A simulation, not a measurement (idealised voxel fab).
process module | voxel air gaps
cross-section cut | 270 nm wide | cells 5 nm
A cross-section is a grid of square cells, given in bands from the top down. A band is one or more rows of cells.
Each band's line starts with the height of the band's top and of its bottom, in nm. Then come its materials from left to right, each with its width in nm. One material with "throughout" fills the band from edge to edge. "air" is empty space.
Height 0 is the level under which the wafer as received is all one material. The lowest band goes on downwards, as in "0 down".
A width such as "30 to 40" changes by the same amount from each row of cells to the next, from the band's top row to its bottom row.
"no change" after a step means that no cell of the cross-section changed.
closed voids: empty space of 8 cells or more with no open way to the top, each as width x height at its distance from the left edge, in nm
after a step's settings: what the simulator itself notes on the step
overlay nm, on a step with a mask: how far to the right of its planned place the mask lay; to the left if negative
plan
1 op RECEIVE | material Si
2 op CONFORMAL_DEP | material SiO2 | thk nm 15
3 op CONFORMAL_DEP | material SiCN | thk nm 5
4 op DIRECTIONAL_DEP | material SiO2 | thk nm 30
5 op PATTERN | tone open | mask id LINES | material resist | width nm 25 | pitch nm 50 | thk nm 20 | overlay nm 0
6 op DIRECTIONAL_ETCH | etch materials SiO2 | depth nm 30
7 op STRIP | etch materials resist
8 op CONFORMAL_DEP | material TiN | thk nm 5
9 op FILL_DEP | material Ru | thk nm 10
10 op CMP | height nm 50
11 op EPI | material Ru | thk nm 10
12 op SELECTIVE_ETCH | etch materials SiO2 | depth nm 40
13 op CONFORMAL_DEP | material SiCN | thk nm 5
first wafer, as planned
as received, after step 1
  0 down: Si throughout
  closed voids: none
after step 2
  15 to 0: SiO2 throughout
  below 0: unchanged
after step 3
  20 to 15: SiCN throughout
  below 15: unchanged
after step 4
  50 to 20: SiO2 throughout
  below 20: unchanged
after step 5
  70 to 50: resist 45 | air 25 | resist 25 | air 25 | resist 25 | air 25 | resist 25 | air 25 | resist 50
  below 50: unchanged
after step 6
  70 to 50: resist 45 | air 25 | resist 25 | air 25 | resist 25 | air 25 | resist 25 | air 25 | resist 50
  50 to 20: SiO2 45 | air 25 | SiO2 25 | air 25 | SiO2 25 | air 25 | SiO2 25 | air 25 | SiO2 50
  below 20: unchanged
after step 7
  50 to 20: SiO2 45 | air 25 | SiO2 25 | air 25 | SiO2 25 | air 25 | SiO2 25 | air 25 | SiO2 50
  below 20: unchanged
after step 8
  55 to 50: TiN 50 | air 15 | TiN 35 | air 15 | TiN 35 | air 15 | TiN 35 | air 15 | TiN 55
  50 to 25: SiO2 45 | TiN 5 | air 15 | TiN 5 | SiO2 25 | TiN 5 | air 15 | TiN 5 | SiO2 25 | TiN 5 | air 15 | TiN 5 | SiO2 25 | TiN 5 | air 15 | TiN 5 | SiO2 50
  25 to 20: SiO2 45 | TiN 25 | SiO2 25 | TiN 25 | SiO2 25 | TiN 25 | SiO2 25 | TiN 25 | SiO2 50
  below 20: unchanged
after step 9
  65 to 55: Ru throughout
  55 to 50: TiN 50 | Ru 15 | TiN 35 | Ru 15 | TiN 35 | Ru 15 | TiN 35 | Ru 15 | TiN 55
  50 to 25: SiO2 45 | TiN 5 | Ru 15 | TiN 5 | SiO2 25 | TiN 5 | Ru 15 | TiN 5 | SiO2 25 | TiN 5 | Ru 15 | TiN 5 | SiO2 25 | TiN 5 | Ru 15 | TiN 5 | SiO2 50
  below 25: unchanged
after step 10
  50 to 25: SiO2 45 | TiN 5 | Ru 15 | TiN 5 | SiO2 25 | TiN 5 | Ru 15 | TiN 5 | SiO2 25 | TiN 5 | Ru 15 | TiN 5 | SiO2 25 | TiN 5 | Ru 15 | TiN 5 | SiO2 50
  below 25: unchanged
after step 11
  60 to 50: air 35 | Ru 45 | air 5 | Ru 45 | air 5 | Ru 45 | air 5 | Ru 45 | air 40
  below 50: unchanged
after step 12
  60 to 50: air 35 | Ru 45 | air 5 | Ru 45 | air 5 | Ru 45 | air 5 | Ru 45 | air 40
  50 to 25: air 45 | TiN 5 | Ru 15 | TiN 5 | air 25 | TiN 5 | Ru 15 | TiN 5 | air 25 | TiN 5 | Ru 15 | TiN 5 | air 25 | TiN 5 | Ru 15 | TiN 5 | air 50
  25 to 20: air 45 | TiN 25 | air 25 | TiN 25 | air 25 | TiN 25 | air 25 | TiN 25 | air 50
  below 20: unchanged
after step 13
  65 to 60: air 30 | SiCN 205 | air 35
  60 to 50: air 30 | SiCN 5 | Ru 45 | SiCN 5 | Ru 45 | SiCN 5 | Ru 45 | SiCN 5 | Ru 45 | SiCN 5 | air 35
  50 to 45: air 30 | SiCN 15 | TiN 5 | Ru 15 | TiN 5 | SiCN 25 | TiN 5 | Ru 15 | TiN 5 | SiCN 25 | TiN 5 | Ru 15 | TiN 5 | SiCN 25 | TiN 5 | Ru 15 | TiN 5 | SiCN 15 | air 35
  45 to 25: air 40 | SiCN 5 | TiN 5 | Ru 15 | TiN 5 | SiCN 5 | air 15 | SiCN 5 | TiN 5 | Ru 15 | TiN 5 | SiCN 5 | air 15 | SiCN 5 | TiN 5 | Ru 15 | TiN 5 | SiCN 5 | air 15 | SiCN 5 | TiN 5 | Ru 15 | TiN 5 | SiCN 5 | air 45
  25 to 20: SiCN 45 | TiN 25 | SiCN 25 | TiN 25 | SiCN 25 | TiN 25 | SiCN 25 | TiN 25 | SiCN 50
  below 20: unchanged
  closed voids: 15 x 20 at 75; 15 x 20 at 125; 15 x 20 at 175
second wafer: like start, like plan, one mistake. Through step 1 it matches the first wafer
when step 2 should have ended
  15 to 0: TiN throughout
  below 0: unchanged
when step 3 should have ended
  20 to 15: SiCN throughout
  below 15: unchanged
when step 4 should have ended
  50 to 20: SiO2 throughout
  below 20: unchanged
when step 5 should have ended
  70 to 50: resist 45 | air 25 | resist 25 | air 25 | resist 25 | air 25 | resist 25 | air 25 | resist 50
  below 50: unchanged
when step 6 should have ended
  70 to 50: resist 45 | air 25 | resist 25 | air 25 | resist 25 | air 25 | resist 25 | air 25 | resist 50
  50 to 20: SiO2 45 | air 25 | SiO2 25 | air 25 | SiO2 25 | air 25 | SiO2 25 | air 25 | SiO2 50
  below 20: unchanged
when step 7 should have ended
  50 to 20: SiO2 45 | air 25 | SiO2 25 | air 25 | SiO2 25 | air 25 | SiO2 25 | air 25 | SiO2 50
  below 20: unchanged
when step 8 should have ended
  55 to 50: TiN 50 | air 15 | TiN 35 | air 15 | TiN 35 | air 15 | TiN 35 | air 15 | TiN 55
  50 to 25: SiO2 45 | TiN 5 | air 15 | TiN 5 | SiO2 25 | TiN 5 | air 15 | TiN 5 | SiO2 25 | TiN 5 | air 15 | TiN 5 | SiO2 25 | TiN 5 | air 15 | TiN 5 | SiO2 50
  25 to 20: SiO2 45 | TiN 25 | SiO2 25 | TiN 25 | SiO2 25 | TiN 25 | SiO2 25 | TiN 25 | SiO2 50
  below 20: unchanged
when step 9 should have ended
  65 to 55: Ru throughout
  55 to 50: TiN 50 | Ru 15 | TiN 35 | Ru 15 | TiN 35 | Ru 15 | TiN 35 | Ru 15 | TiN 55
  50 to 25: SiO2 45 | TiN 5 | Ru 15 | TiN 5 | SiO2 25 | TiN 5 | Ru 15 | TiN 5 | SiO2 25 | TiN 5 | Ru 15 | TiN 5 | SiO2 25 | TiN 5 | Ru 15 | TiN 5 | SiO2 50
  below 25: unchanged
when step 10 should have ended
  50 to 25: SiO2 45 | TiN 5 | Ru 15 | TiN 5 | SiO2 25 | TiN 5 | Ru 15 | TiN 5 | SiO2 25 | TiN 5 | Ru 15 | TiN 5 | SiO2 25 | TiN 5 | Ru 15 | TiN 5 | SiO2 50
  below 25: unchanged
when step 11 should have ended
  60 to 50: air 35 | Ru 45 | air 5 | Ru 45 | air 5 | Ru 45 | air 5 | Ru 45 | air 40
  below 50: unchanged
when step 12 should have ended
  60 to 50: air 35 | Ru 45 | air 5 | Ru 45 | air 5 | Ru 45 | air 5 | Ru 45 | air 40
  50 to 25: air 45 | TiN 5 | Ru 15 | TiN 5 | air 25 | TiN 5 | Ru 15 | TiN 5 | air 25 | TiN 5 | Ru 15 | TiN 5 | air 25 | TiN 5 | Ru 15 | TiN 5 | air 50
  25 to 20: air 45 | TiN 25 | air 25 | TiN 25 | air 25 | TiN 25 | air 25 | TiN 25 | air 50
  below 20: unchanged
when step 13 should have ended
  65 to 60: air 30 | SiCN 205 | air 35
  60 to 50: air 30 | SiCN 5 | Ru 45 | SiCN 5 | Ru 45 | SiCN 5 | Ru 45 | SiCN 5 | Ru 45 | SiCN 5 | air 35
  50 to 45: air 30 | SiCN 15 | TiN 5 | Ru 15 | TiN 5 | SiCN 25 | TiN 5 | Ru 15 | TiN 5 | SiCN 25 | TiN 5 | Ru 15 | TiN 5 | SiCN 25 | TiN 5 | Ru 15 | TiN 5 | SiCN 15 | air 35
  45 to 25: air 40 | SiCN 5 | TiN 5 | Ru 15 | TiN 5 | SiCN 5 | air 15 | SiCN 5 | TiN 5 | Ru 15 | TiN 5 | SiCN 5 | air 15 | SiCN 5 | TiN 5 | Ru 15 | TiN 5 | SiCN 5 | air 15 | SiCN 5 | TiN 5 | Ru 15 | TiN 5 | SiCN 5 | air 45
  25 to 20: SiCN 45 | TiN 25 | SiCN 25 | TiN 25 | SiCN 25 | TiN 25 | SiCN 25 | TiN 25 | SiCN 50
  below 20: unchanged
  closed voids: 15 x 20 at 75; 15 x 20 at 125; 15 x 20 at 175
what went wrong: step 2 ran as: op CONFORMAL_DEP | material TiN | thk nm 15
at the end the second wafer has, in cells: 162 fewer of SiO2 | 162 more of TiN
